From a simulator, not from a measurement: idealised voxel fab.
process module | voxel transistor to metal
cross-section cut | 280 nm wide | cells 5 nm
A cross-section is a grid of square cells, given in bands from the top down. A band is one or more rows of cells.
Each band's line starts with the height of the band's top and of its bottom, in nm. Then come its materials from left to right, each with its width in nm. One material with "throughout" fills the band from edge to edge. "air" is empty space.
Height 0 is the level under which the wafer as received is all one material. The lowest band goes on downwards, as in "0 down".
A width such as "30 to 40" changes by the same amount from each row of cells to the next, from the band's top row to its bottom row.
"no change" after a step means that no cell of the cross-section changed.
closed voids: empty space of 8 cells or more with no open way to the top, each as width x height at its distance from the left edge, in nm
after a step's settings: what the simulator itself notes on the step
overlay nm, on a step with a mask: how far to the right of its planned place the mask lay; to the left if negative
plan
1 op RECEIVE | material Si
2 op OXIDIZE | depth nm 5
3 op CONFORMAL_DEP | material SiN | thk nm 15
4 op DIRECTIONAL_DEP | material aC | thk nm 10
5 op PATTERN | tone cover | mask id ACTIVE | material resist | width nm 100 | pitch nm 125 | thk nm 30 | overlay nm 0
6 op DIRECTIONAL_ETCH | etch materials aC | depth nm 10
7 op STRIP | etch materials resist
8 op DIRECTIONAL_ETCH | etch materials SiN | depth nm 15
9 op DIRECTIONAL_ETCH | etch materials SiO2 | depth nm 5
10 op DIRECTIONAL_ETCH | etch materials Si | depth nm 35
11 op STRIP | etch materials aC
12 op OXIDIZE | depth nm 5
13 op FILL_DEP | material SiO2 | thk nm 5
14 op CMP | height nm 15
15 op SELECTIVE_ETCH | etch materials SiO2 | depth nm 15
16 op STRIP | etch materials SiN
17 op SELECTIVE_ETCH | etch materials SiO2 | depth nm 5
18 op OXIDIZE | depth nm 5
19 op DIRECTIONAL_DEP | material polySi | thk nm 20
20 op DIRECTIONAL_DEP | material SiCN | thk nm 15
21 op DIRECTIONAL_DEP | material aC | thk nm 10
22 op PATTERN | tone cover | mask id GATE | material resist | width nm 20 | pitch nm 125 | thk nm 30 | overlay nm 0
23 op DIRECTIONAL_ETCH | etch materials aC | depth nm 10
24 op STRIP | etch materials resist
25 op DIRECTIONAL_ETCH | etch materials SiCN | depth nm 25
26 op DIRECTIONAL_ETCH | etch materials polySi | depth nm 30
27 op STRIP | etch materials aC
28 op CONFORMAL_DEP | material SiO2 | thk nm 5
29 op DIRECTIONAL_ETCH | etch materials SiO2 | depth nm 5
30 op CONFORMAL_DEP | material SiN | thk nm 10
31 op DIRECTIONAL_ETCH | etch materials SiN | depth nm 10
32 op DIRECTIONAL_ETCH | etch materials SiO2 | depth nm 5
33 op DIRECTIONAL_ETCH | etch materials Si | depth nm 5
34 op EPI | material SiGe | thk nm 10
35 op FILL_DEP | material SiO2 | thk nm 10
36 op CMP | height nm 30
37 op DIRECTIONAL_DEP | material SiO2 | thk nm 15
38 op DIRECTIONAL_DEP | material aC | thk nm 15
39 op PATTERN | tone open | mask id CONTACT | material resist | width nm 25 | thk nm 35 | overlay nm 0
40 op DIRECTIONAL_ETCH | etch materials aC | depth nm 15
41 op STRIP | etch materials resist
42 op DIRECTIONAL_ETCH | etch materials SiO2 | depth nm 50
43 op STRIP | etch materials aC
44 op CONFORMAL_DEP | material TiN | thk nm 5
45 op FILL_DEP | material Ru | thk nm 10
46 op CMP | height nm 45
47 op DIRECTIONAL_DEP | material TiN | thk nm 5
48 op DIRECTIONAL_DEP | material Ru | thk nm 15
49 op DIRECTIONAL_DEP | material aC | thk nm 10
50 op PATTERN | tone cover | mask id METAL_1 | material resist | width nm 15 | thk nm 25 | overlay nm 0
51 op DIRECTIONAL_ETCH | etch materials aC | depth nm 10
52 op STRIP | etch materials resist
53 op DIRECTIONAL_ETCH | etch materials Ru | depth nm 15
54 op DIRECTIONAL_ETCH | etch materials TiN | depth nm 5
55 op STRIP | etch materials aC
56 op CONFORMAL_DEP | material SiCN | thk nm 5
57 op FILL_DEP | material lowk | thk nm 10
58 op CMP | height nm 65
59 op CONFORMAL_DEP | material SiN | thk nm 5
as received, after step 1
  0 down: Si throughout
  closed voids: none
first wafer at the end, as planned
  70 to 65: SiN throughout
  65 to 50: lowk 30 | SiCN 5 | Ru 15 | SiCN 5 | lowk 40 | SiCN 5 | Ru 15 | SiCN 5 | lowk 35 | SiCN 5 | Ru 15 | SiCN 5 | lowk 40 | SiCN 5 | Ru 15 | SiCN 5 | lowk 35
  50 to 45: SiCN 35 | TiN 15 | SiCN 50 | TiN 15 | SiCN 45 | TiN 15 | SiCN 50 | TiN 15 | SiCN 40
  45 to 35: SiO2 35 | TiN 5 | Ru 15 | TiN 5 | SiO2 30 | TiN 5 | Ru 15 | TiN 5 | SiO2 45 | TiN 5 | Ru 15 | TiN 5 | SiO2 30 | TiN 5 | Ru 15 | TiN 5 | SiO2 40
  35 to 30: SiO2 35 | TiN 5 | Ru 5 | TiN 15 | SiO2 30 | TiN 15 | Ru 5 | TiN 5 | SiO2 45 | TiN 5 | Ru 5 | TiN 15 | SiO2 30 | TiN 15 | Ru 5 | TiN 5 | SiO2 40
  30 to 15: SiO2 35 | TiN 5 | Ru 5 | TiN 5 | SiN 10 | SiO2 5 | SiCN 20 | SiO2 5 | SiN 10 | TiN 5 | Ru 5 | TiN 5 | SiO2 45 | TiN 5 | Ru 5 | TiN 5 | SiN 10 | SiO2 5 | SiCN 20 | SiO2 5 | SiN 10 | TiN 5 | Ru 5 | TiN 5 | SiO2 40
  15 to 5: SiO2 35 | TiN 5 | Ru 5 | TiN 5 | SiN 10 | SiO2 5 | polySi 20 | SiO2 5 | SiN 10 | TiN 5 | Ru 5 | TiN 5 | SiO2 45 | TiN 5 | Ru 5 | TiN 5 | SiN 10 | SiO2 5 | polySi 20 | SiO2 5 | SiN 10 | TiN 5 | Ru 5 | TiN 5 | SiO2 40
  5 to 0: SiO2 35 | TiN 15 | SiN 10 | SiO2 5 | polySi 20 | SiO2 5 | SiN 10 | TiN 15 | SiO2 45 | TiN 15 | SiN 10 | SiO2 5 | polySi 20 | SiO2 5 | SiN 10 | TiN 15 | SiO2 40
  0 to -5: SiO2 35 | TiN 5 | SiGe 10 | SiN 10 | SiO2 5 | polySi 20 | SiO2 5 | SiN 10 | SiGe 10 | TiN 5 | SiO2 45 | TiN 5 | SiGe 10 | SiN 10 | SiO2 5 | polySi 20 | SiO2 5 | SiN 10 | SiGe 10 | TiN 5 | SiO2 40
  -5 to -10: SiO2 25 | SiGe 25 | SiO2 50 | SiGe 25 | SiO2 25 | SiGe 25 | SiO2 50 | SiGe 25 | SiO2 30
  -10 to -15: SiO2 30 | SiGe 20 | Si 50 | SiGe 20 | SiO2 35 | SiGe 20 | Si 50 | SiGe 20 | SiO2 35
  -15 to -45: SiO2 30 | Si 90 | SiO2 35 | Si 90 | SiO2 35
  -45 down: Si throughout
  closed voids: none
second wafer at the end: like start, like plan, one mistake
  70 to 65: SiN throughout
  65 to 50: lowk 30 | SiCN 5 | Ru 15 | SiCN 5 | lowk 40 | SiCN 5 | Ru 15 | SiCN 5 | lowk 35 | SiCN 5 | Ru 15 | SiCN 5 | lowk 40 | SiCN 5 | Ru 15 | SiCN 5 | lowk 35
  50 to 45: SiCN 35 | TiN 15 | SiCN 50 | TiN 15 | SiCN 45 | TiN 15 | SiCN 50 | TiN 15 | SiCN 40
  45 to 35: SiO2 35 | TiN 5 | Ru 15 | TiN 5 | SiO2 30 | TiN 5 | Ru 15 | TiN 5 | SiO2 45 | TiN 5 | Ru 15 | TiN 5 | SiO2 30 | TiN 5 | Ru 15 | TiN 5 | SiO2 40
  35 to 30: SiO2 35 | TiN 5 | Ru 5 | TiN 15 | SiO2 30 | TiN 15 | Ru 5 | TiN 5 | SiO2 45 | TiN 5 | Ru 5 | TiN 15 | SiO2 30 | TiN 15 | Ru 5 | TiN 5 | SiO2 40
  30 to 15: SiO2 35 | TiN 5 | Ru 5 | TiN 5 | SiN 10 | SiO2 5 | SiCN 20 | SiO2 5 | SiN 10 | TiN 5 | Ru 5 | TiN 5 | SiO2 45 | TiN 5 | Ru 5 | TiN 5 | SiN 10 | SiO2 5 | SiCN 20 | SiO2 5 | SiN 10 | TiN 5 | Ru 5 | TiN 5 | SiO2 40
  15 to 0: SiO2 35 | TiN 5 | Ru 5 | TiN 5 | SiN 10 | SiO2 5 | polySi 20 | SiO2 5 | SiN 10 | TiN 5 | Ru 5 | TiN 5 | SiO2 45 | TiN 5 | Ru 5 | TiN 5 | SiN 10 | SiO2 5 | polySi 20 | SiO2 5 | SiN 10 | TiN 5 | Ru 5 | TiN 5 | SiO2 40
  0 to -5: SiO2 35 | TiN 15 | SiN 10 | SiO2 5 | polySi 20 | SiO2 5 | SiN 10 | TiN 15 | SiO2 45 | TiN 15 | SiN 10 | SiO2 5 | polySi 20 | SiO2 5 | SiN 10 | TiN 15 | SiO2 40
  -5 to -15: SiGe 25 to 20 | SiO2 100 to 110 | SiGe 25 to 15 | SiO2 100 to 110 | SiGe 30 to 25
  -15 to -45: Si 20 | SiO2 110 | Si 15 | SiO2 110 | Si 25
  -45 down: Si throughout
  closed voids: none
what went wrong: step 5 ran as: op PATTERN | tone open | mask id ACTIVE | material resist | width nm 100 | pitch nm 125 | thk nm 30 | overlay nm 0
at the end the second wafer has, in cells: 4 more of Ru | 164 fewer of Si | 16 fewer of SiGe | 172 more of SiO2 | 4 more of TiN
